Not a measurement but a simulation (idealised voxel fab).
process module | voxel plated lines
cross-section cut | 195 nm wide | cells 5 nm
A cross-section is a grid of square cells, given in bands from the top down. A band is one or more rows of cells.
Each band's line starts with the height of the band's top and of its bottom, in nm. Then come its materials from left to right, each with its width in nm. One material with "throughout" fills the band from edge to edge. "air" is empty space.
Height 0 is the level under which the wafer as received is all one material. The lowest band goes on downwards, as in "0 down".
A width such as "30 to 40" changes by the same amount from each row of cells to the next, from the band's top row to its bottom row.
"no change" after a step means that no cell of the cross-section changed.
closed voids: empty space of 8 cells or more with no open way to the top, each as width x height at its distance from the left edge, in nm
after a step's settings: what the simulator itself notes on the step
overlay nm, on a step with a mask: how far to the right of its planned place the mask lay; to the left if negative
plan
1 op RECEIVE | material Si
2 op CONFORMAL_DEP | material SiN | thk nm 10
3 op DIRECTIONAL_DEP | material TiN | thk nm 5
4 op PATTERN | tone open | mask id LINES | material resist | width nm 20 | pitch nm 40 | thk nm 15 | overlay nm 0
5 op EPI | material Ru | thk nm 5
6 op STRIP | etch materials resist
7 op DIRECTIONAL_ETCH | etch materials TiN | depth nm 5
8 op CONFORMAL_DEP | material SiCN | thk nm 10
first wafer, as planned
as received, after step 1
  0 down: Si throughout
  closed voids: none
after step 2
  10 to 0: SiN throughout
  below 0: unchanged
after step 3
  15 to 10: TiN throughout
  below 10: unchanged
after step 4
  30 to 15: resist 45 | air 20 | resist 20 | air 20 | resist 20 | air 20 | resist 50
  below 15: unchanged
after step 5
  30 to 20: resist 45 | air 20 | resist 20 | air 20 | resist 20 | air 20 | resist 50
  20 to 15: resist 45 | Ru 20 | resist 20 | Ru 20 | resist 20 | Ru 20 | resist 50
  below 15: unchanged
after step 6
  20 to 15: air 45 | Ru 20 | air 20 | Ru 20 | air 20 | Ru 20 | air 50
  below 15: unchanged
after step 7
  20 to 15: air 45 | Ru 20 | air 20 | Ru 20 | air 20 | Ru 20 | air 50
  15 to 10: air 45 | TiN 20 | air 20 | TiN 20 | air 20 | TiN 20 | air 50
  below 10: unchanged
after step 8
  30 to 20: air 35 | SiCN 120 | air 40
  20 to 15: SiCN 45 | Ru 20 | SiCN 20 | Ru 20 | SiCN 20 | Ru 20 | SiCN 50
  15 to 10: SiCN 45 | TiN 20 | SiCN 20 | TiN 20 | SiCN 20 | TiN 20 | SiCN 50
  below 10: unchanged
second wafer: like start, like plan, one mistake. Through step 6 it matches the first wafer
when step 7 should have ended
  15 to 10: TiN throughout
  below 10: unchanged
when step 8 should have ended
  25 to 15: SiCN throughout
  below 15: unchanged
what went wrong: step 7 ran as: op DIRECTIONAL_ETCH | etch materials Ru | depth nm 5
at the end the second wafer has, in cells: 12 fewer of Ru | 24 fewer of SiCN | 27 more of TiN
